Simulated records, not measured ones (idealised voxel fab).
Documented hereafter: the process module known as voxel self aligned contacts.
Cross-section cut spans 255 nm and uses square cells 5 nm in size.
A cross-section is a grid of square cells, given in bands from the top down. A band is one or more rows of cells.
For a band, the entry starts with two heights in nm, that of the top and then that of the bottom, and carries on with the band's materials in order from left to right, each alongside its width in nm; the word "full width" beside a single material means it fills the band edge to edge, and "empty" means empty space.
Basically, 0 is our baseline, since under it the wafer straight out of the box is all one material. The bottom band has no lower end and keeps on going down, so it looks like "0..down".
A two-number width, for instance "30 to 40", indicates that the width is equal to the first number in the top row of the band and to the second number in the bottom row, and that it changes by a constant amount per row of cells.
"no alteration" -> step changed no cross-section cell.
Voids not open to the top, 8 cells minimum: see "Closed void list". Written width x height at distance; distance is from the left edge; nm.
Whatever follows a step's settings on its line is a remark the simulator itself makes about that step.
overlay nm: where the mask lay relative to plan, measured to the right, on steps with a mask; negatives go left.
This section lists the process steps that were planned:
1) op RECEIVE | material Si
2) op CONFORMAL_DEP | material SiO2 | thk nm 5
3) op DIRECTIONAL_DEP | material polySi | thk nm 25
4) op DIRECTIONAL_DEP | material SiN | thk nm 25
5) op PATTERN | tone cover | mask id GATE | material resist | width nm 25 | pitch nm 60 | thk nm 15 | overlay nm 0
6) op DIRECTIONAL_ETCH | etch materials SiN | depth nm 25
7) op DIRECTIONAL_ETCH | etch materials polySi | depth nm 25
8) op STRIP | etch materials resist
9) op CONFORMAL_DEP | material SiN | thk nm 10
10) op DIRECTIONAL_ETCH | etch materials SiN | depth nm 10
11) op FILL_DEP | material SiO2 | thk nm 15
12) op CMP | height nm 60
13) op PATTERN | tone open | mask id CONTACT | material resist | width nm 45 | thk nm 15 | overlay nm 0
14) op DIRECTIONAL_ETCH | etch materials SiO2 | depth nm 60
15) op STRIP | etch materials resist
16) op CONFORMAL_DEP | material TiN | thk nm 5
17) op FILL_DEP | material Ru | thk nm 5
18) op CMP | height nm 60
19) op CONFORMAL_DEP | material SiCN | thk nm 5
Incoming wafer, cross-sectional view, post step 1:
  0..down: Si full width
  Closed void list: none
First of two wafers at the end of the module, shown in cross-section; run carried out as planned:
  65..60: SiCN full width
  60..55: SiO2 (105); TiN (20); Ru (5); TiN (20); SiO2 (105)
  55..30: SiO2 (75); SiN (45); TiN (5); Ru (5); TiN (5); SiN (45); SiO2 (75)
  30..5: SiO2 (75); SiN (10); polySi (25); SiN (10); TiN (5); Ru (5); TiN (5); SiN (10); polySi (25); SiN (10); SiO2 (75)
  5..0: SiO2 (120); TiN (15); SiO2 (120)
  0..down: Si full width
  Closed void list: none
Cross-section, wafer two of two, end of module: same start and plan as wafer one, one error in execution:
  65..60: SiCN full width
  60..55: SiO2 (105); TiN (45); SiO2 (105)
  55..30: SiO2 (75); SiN (50); TiN (10); SiN (50); SiO2 (70)
  30..5: SiO2 (75); SiN (10); polySi (30); SiN (10); TiN (10); SiN (10); polySi (30); SiN (10); SiO2 (70)
  5..0: SiO2 (125); TiN (10); SiO2 (120)
  0..down: Si full width
  Closed void list: none
What was done differently from what was planned? step 5 ran with different settings than intended, the actual operation and settings being op PATTERN | tone cover | mask id GATE | material resist | width nm 30 | pitch nm 60 | thk nm 15 | overlay nm 0
The final cell counts differ between the wafers, with the second having more or fewer of some materials than the first: Ru -11; SiN +10; SiO2 -9; polySi +10
